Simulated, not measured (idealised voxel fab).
process module | voxel wiring stack
cross-section cut | 145 nm wide | cells 5 nm
A cross-section is a grid of square cells, given in bands from the top down. A band is one or more rows of cells.
Each band's line starts with the height of the band's top and of its bottom, in nm. Then come its materials from left to right, each with its width in nm. One material with "throughout" fills the band from edge to edge. "air" is empty space.
Height 0 is the level under which the wafer as received is all one material. The lowest band goes on downwards, as in "0 down".
A width such as "30 to 40" changes by the same amount from each row of cells to the next, from the band's top row to its bottom row.
"no change" after a step means that no cell of the cross-section changed.
closed voids: empty space of 8 cells or more with no open way to the top, each as width x height at its distance from the left edge, in nm
after a step's settings: what the simulator itself notes on the step
overlay nm, on a step with a mask: how far to the right of its planned place the mask lay; to the left if negative
plan
1 op RECEIVE | material Si
2 op CONFORMAL_DEP | material SiO2 | thk nm 10
3 op DIRECTIONAL_DEP | material TiN | thk nm 5
4 op DIRECTIONAL_DEP | material Ru | thk nm 20
5 op PATTERN | tone cover | mask id METAL_1 | material resist | width nm 30 | pitch nm 55 | thk nm 20 | overlay nm 0
6 op DIRECTIONAL_ETCH | etch materials Ru | depth nm 20
7 op DIRECTIONAL_ETCH | etch materials TiN | depth nm 5
8 op STRIP | etch materials resist
9 op CONFORMAL_DEP | material SiCN | thk nm 5
10 op FILL_DEP | material SiO2 | thk nm 10
11 op CMP | height nm 35
12 op CONFORMAL_DEP | material SiCN | thk nm 5
13 op DIRECTIONAL_DEP | material SiO2 | thk nm 10
14 op MASKED_ETCH | tone open | mask id PLUG_1 | width nm 15 | etch materials SiO2 | depth nm 10 | overlay nm 0
15 op MASKED_ETCH | tone open | mask id PLUG_1 | width nm 15 | etch materials SiCN | depth nm 5 | overlay nm 0
16 op CONFORMAL_DEP | material TiN | thk nm 5
17 op FILL_DEP | material W | thk nm 10
18 op CMP | height nm 50
19 op CONFORMAL_DEP | material SiCN | thk nm 5
20 op DIRECTIONAL_DEP | material lowk | thk nm 20
21 op DIRECTIONAL_DEP | material aC | thk nm 10
22 op PATTERN | tone open | mask id METAL_2 | material resist | width nm 30 | pitch nm 55 | thk nm 30 | overlay nm 0
23 op DIRECTIONAL_ETCH | etch materials aC | depth nm 10
24 op STRIP | etch materials resist
25 op DIRECTIONAL_ETCH | etch materials lowk | depth nm 20
26 op DIRECTIONAL_ETCH | etch materials SiCN | depth nm 5
27 op STRIP | etch materials aC
28 op CONFORMAL_DEP | material TiN | thk nm 5
29 op FILL_DEP | material Cu | thk nm 5
30 op CMP | height nm 75
31 op CONFORMAL_DEP | material SiCN | thk nm 5
32 op DIRECTIONAL_DEP | material SiO2 | thk nm 20
33 op DIRECTIONAL_DEP | material aC | thk nm 10
34 op PATTERN | tone open | mask id PLUG_2 | material resist | width nm 15 | pitch nm 55 | thk nm 30 | overlay nm 0
35 op DIRECTIONAL_ETCH | etch materials aC | depth nm 10
36 op STRIP | etch materials resist
37 op DIRECTIONAL_ETCH | etch materials SiO2 | depth nm 20
38 op DIRECTIONAL_ETCH | etch materials SiCN | depth nm 5
39 op STRIP | etch materials aC
40 op CONFORMAL_DEP | material TiN | thk nm 5
41 op FILL_DEP | material W | thk nm 10
42 op CMP | height nm 100
43 op DIRECTIONAL_DEP | material TiN | thk nm 5
44 op DIRECTIONAL_DEP | material Ru | thk nm 25
45 op MASKED_ETCH | tone cover | mask id METAL_3 | width nm 30 | pitch nm 55 | etch materials Ru | depth nm 25 | overlay nm 0
46 op MASKED_ETCH | tone cover | mask id METAL_3 | width nm 30 | pitch nm 55 | etch materials TiN | depth nm 5 | overlay nm 0
47 op FILL_DEP | material SiO2 | thk nm 10
48 op CMP | height nm 130
49 op CONFORMAL_DEP | material SiN | thk nm 5
as received, after step 1
  0 down: Si throughout
  closed voids: none
first wafer at the end, as planned
  135 to 130: SiN throughout
  130 to 105: SiO2 30 | Ru 30 | SiO2 25 | Ru 30 | SiO2 30
  105 to 100: SiO2 30 | TiN 30 | SiO2 25 | TiN 30 | SiO2 30
  100 to 80: SiO2 30 | TiN 5 | W 5 | TiN 5 | SiO2 40 | TiN 5 | W 5 | TiN 5 | SiO2 45
  80 to 75: SiCN 30 | TiN 15 | SiCN 40 | TiN 15 | SiCN 45
  75 to 55: lowk 30 | TiN 5 | Cu 20 | TiN 5 | lowk 25 | TiN 5 | Cu 20 | TiN 5 | lowk 30
  55 to 50: SiCN 30 | TiN 30 | SiCN 25 | TiN 30 | SiCN 30
  50 to 40: SiO2 30 | TiN 5 | W 5 | TiN 5 | SiO2 100
  40 to 35: SiCN 30 | TiN 15 | SiCN 100
  35 to 15: SiO2 25 | SiCN 5 | Ru 30 | SiCN 5 | SiO2 15 | SiCN 5 | Ru 30 | SiCN 5 | SiO2 25
  15 to 10: SiCN 30 | TiN 30 | SiCN 25 | TiN 30 | SiCN 30
  10 to 0: SiO2 throughout
  0 down: Si throughout
  closed voids: none
second wafer at the end: like start, like plan, one mistake
  135 to 130: SiN throughout
  130 to 105: SiO2 30 | Ru 30 | SiO2 25 | Ru 30 | SiO2 30
  105 to 100: SiO2 30 | TiN 30 | SiO2 25 | TiN 30 | SiO2 30
  100 to 80: SiO2 30 | TiN 5 | W 5 | TiN 5 | SiO2 40 | TiN 5 | W 5 | TiN 5 | SiO2 45
  80 to 75: SiCN 30 | TiN 15 | SiCN 40 | TiN 15 | SiCN 45
  75 to 55: lowk 30 | TiN 5 | Cu 20 | TiN 5 | lowk 25 | TiN 5 | Cu 20 | TiN 5 | lowk 30
  55 to 50: SiCN 30 | TiN 30 | SiCN 25 | TiN 30 | SiCN 30
  50 to 40: SiO2 30 | TiN 5 | W 5 | TiN 5 | SiO2 100
  40 to 35: SiCN 30 | TiN 15 | SiCN 100
  35 to 30: SiO2 25 | SiCN 40 | SiO2 15 | SiCN 40 | SiO2 25
  30 to 10: SiO2 25 | SiCN 5 | Ru 30 | SiCN 5 | SiO2 15 | SiCN 5 | Ru 30 | SiCN 5 | SiO2 25
  10 to 5: SiCN 30 | TiN 30 | SiCN 25 | TiN 30 | SiCN 30
  5 to 0: SiO2 throughout
  0 down: Si throughout
  closed voids: none
what went wrong: step 2 ran as: op CONFORMAL_DEP | material SiO2 | thk nm 5
at the end the second wafer has, in cells: 16 more of SiCN | 16 fewer of SiO2
